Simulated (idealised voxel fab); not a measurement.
process module | voxel ribs on slabs
cross-section cut | 270 nm wide | cells 5 nm
A cross-section is a grid of square cells, given in bands from the top down. A band is one or more rows of cells.
Each band's line starts with the height of the band's top and of its bottom, in nm. Then come its materials from left to right, each with its width in nm. One material with "throughout" fills the band from edge to edge. "air" is empty space.
Height 0 is the level under which the wafer as received is all one material. The lowest band goes on downwards, as in "0 down".
A width such as "30 to 40" changes by the same amount from each row of cells to the next, from the band's top row to its bottom row.
"no change" after a step means that no cell of the cross-section changed.
closed voids: empty space of 8 cells or more with no open way to the top, each as width x height at its distance from the left edge, in nm
after a step's settings: what the simulator itself notes on the step
overlay nm, on a step with a mask: how far to the right of its planned place the mask lay; to the left if negative
plan
1 op RECEIVE | material Si
2 op DIRECTIONAL_DEP | material SiO2 | thk nm 10
3 op DIRECTIONAL_DEP | material SiN | thk nm 25
4 op MASKED_ETCH | tone cover | mask id RIB | width nm 25 | etch materials SiN | depth nm 5 | overlay nm 0
5 op MASKED_ETCH | tone cover | mask id SLAB | width nm 85 | etch materials SiN | depth nm 20 | overlay nm 0
6 op FILL_DEP | material SiO2 | thk nm 25
7 op CMP | height nm 60
8 op DIRECTIONAL_DEP | material W | thk nm 10
9 op DIRECTIONAL_DEP | material aC | thk nm 10
10 op PATTERN | tone cover | mask id HEATER | material resist | width nm 35 | thk nm 25 | overlay nm 0
11 op DIRECTIONAL_ETCH | etch materials aC | depth nm 10
12 op STRIP | etch materials resist
13 op DIRECTIONAL_ETCH | etch materials W | depth nm 10
14 op STRIP | etch materials aC
15 op CONFORMAL_DEP | material SiN | thk nm 5
varied across the wafers: thk nm of step 2. The plan shows the first wafer's value. All wafers start alike
first wafer as received, after step 1
  0 down: Si throughout
  closed voids: none
each wafer at the end: cells of each material gained (+) or lost (-) since it was received, then its closed voids
thk nm 10 | +131 SiN | +575 SiO2 | +14 W | closed voids: none
thk nm 15 | +131 SiN | +575 SiO2 | +14 W | closed voids: none
thk nm 20 | +131 SiN | +575 SiO2 | +14 W | closed voids: none
thk nm 25 | +131 SiN | +575 SiO2 | +14 W | closed voids: none
thk nm 30 | +131 SiN | +575 SiO2 | +14 W | closed voids: none
thk nm 35 | +131 SiN | +575 SiO2 | +14 W | closed voids: none
